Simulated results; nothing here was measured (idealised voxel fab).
Name of the process module below: voxel tone inversion
Cross-sectional view cut (width: 205 nm; square cell size: 5 nm).
Each cross-section below is a grid of square cells, stated as bands in top-down order, with one or more rows of cells making up each band.
For a band, the entry starts with two heights in nm, that of the top and then that of the bottom, and carries on with the band's materials in order from left to right, each alongside its width in nm; the word "everywhere" beside a single material means it fills the band edge to edge, and "blank" means empty space.
Where do heights start? At 0: under that level the wafer as delivered is made of one material only. And the lowest band has no floor; it just carries on downward, as in "top 0, no bottom".
A width given as "30 to 40" starts at the first number in the band's top row and ends at the second number in its bottom row, shifting by an equal amount at every step from row to row.
No cell of the cross-section changed in a step that is given as "changes: none".
Voids not open to the top, 8 cells minimum: see "Fully sealed voids". Written width x height at distance; distance is from the left edge; nm.
Heads up: the bit after the settings on a step's line is the simulator's remark on that step.
overlay nm: where the mask lay relative to plan, measured to the right, on steps with a mask; negatives go left.

Below is the list of planned process steps
1: RECEIVE [material Si]
2: CONFORMAL_DEP [material SiCN] [thk nm 5]
3: DIRECTIONAL_DEP [material polySi] [thk nm 20]
4: PATTERN [tone cover] [mask id POSTS] [material resist] [width nm 25] [pitch nm 50] [thk nm 30] [overlay nm 0]
5: DIRECTIONAL_ETCH [etch materials polySi] [depth nm 20]
6: STRIP [etch materials resist]
7: FILL_DEP [material SiO2] [thk nm 10]
8: CMP [height nm 25]
9: STRIP [etch materials polySi]
10: CONFORMAL_DEP [material TiN] [thk nm 5]
11: FILL_DEP [material Ru] [thk nm 10]
12: CMP [height nm 25]
13: CONFORMAL_DEP [material SiCN] [thk nm 5]

Wafer cross-section on receipt, i.e. after step 1
* top 0, no bottom | Si everywhere
* Fully sealed voids: none

First of two wafers at the end of the module, shown in cross-section; run carried out as planned
* top 30, bottom 25 | SiCN everywhere
* top 25, bottom 10 | SiO2 15 nm, TiN 5 nm, Ru 15 nm, TiN 5 nm, SiO2 25 nm, TiN 5 nm, Ru 15 nm, TiN 5 nm, SiO2 25 nm, TiN 5 nm, Ru 15 nm, TiN 5 nm, SiO2 25 nm, TiN 5 nm, Ru 15 nm, TiN 5 nm, SiO2 15 nm
* top 10, bottom 5 | SiO2 15 nm, TiN 25 nm, SiO2 25 nm, TiN 25 nm, SiO2 25 nm, TiN 25 nm, SiO2 25 nm, TiN 25 nm, SiO2 15 nm
* top 5, bottom 0 | SiCN everywhere
* top 0, no bottom | Si everywhere
* Fully sealed voids: none

Second wafer cross-section at end of module - shared start and plan with the first, one mistake in the run
* top 30, bottom 25 | SiCN everywhere
* top 25, bottom 10 | Ru 10 nm, TiN 5 nm, SiO2 25 nm, TiN 5 nm, Ru 15 nm, TiN 5 nm, SiO2 25 nm, TiN 5 nm, Ru 15 nm, TiN 5 nm, SiO2 25 nm, TiN 5 nm, Ru 15 nm, TiN 5 nm, SiO2 25 nm, TiN 5 nm, Ru 10 nm
* top 10, bottom 5 | TiN 15 nm, SiO2 25 nm, TiN 25 nm, SiO2 25 nm, TiN 25 nm, SiO2 25 nm, TiN 25 nm, SiO2 25 nm, TiN 15 nm
* top 5, bottom 0 | SiCN everywhere
* top 0, no bottom | Si everywhere
* Fully sealed voids: none
Where did the run depart from the plan? step 4 deviated from plan and actually ran as PATTERN [tone open] [mask id POSTS] [material resist] [width nm 25] [pitch nm 50] [thk nm 30] [overlay nm 0]
Final comparison by cell count, materials where the second wafer has more or fewer than the first: 3 more of Ru, 4 fewer of SiO2, 1 more of TiN
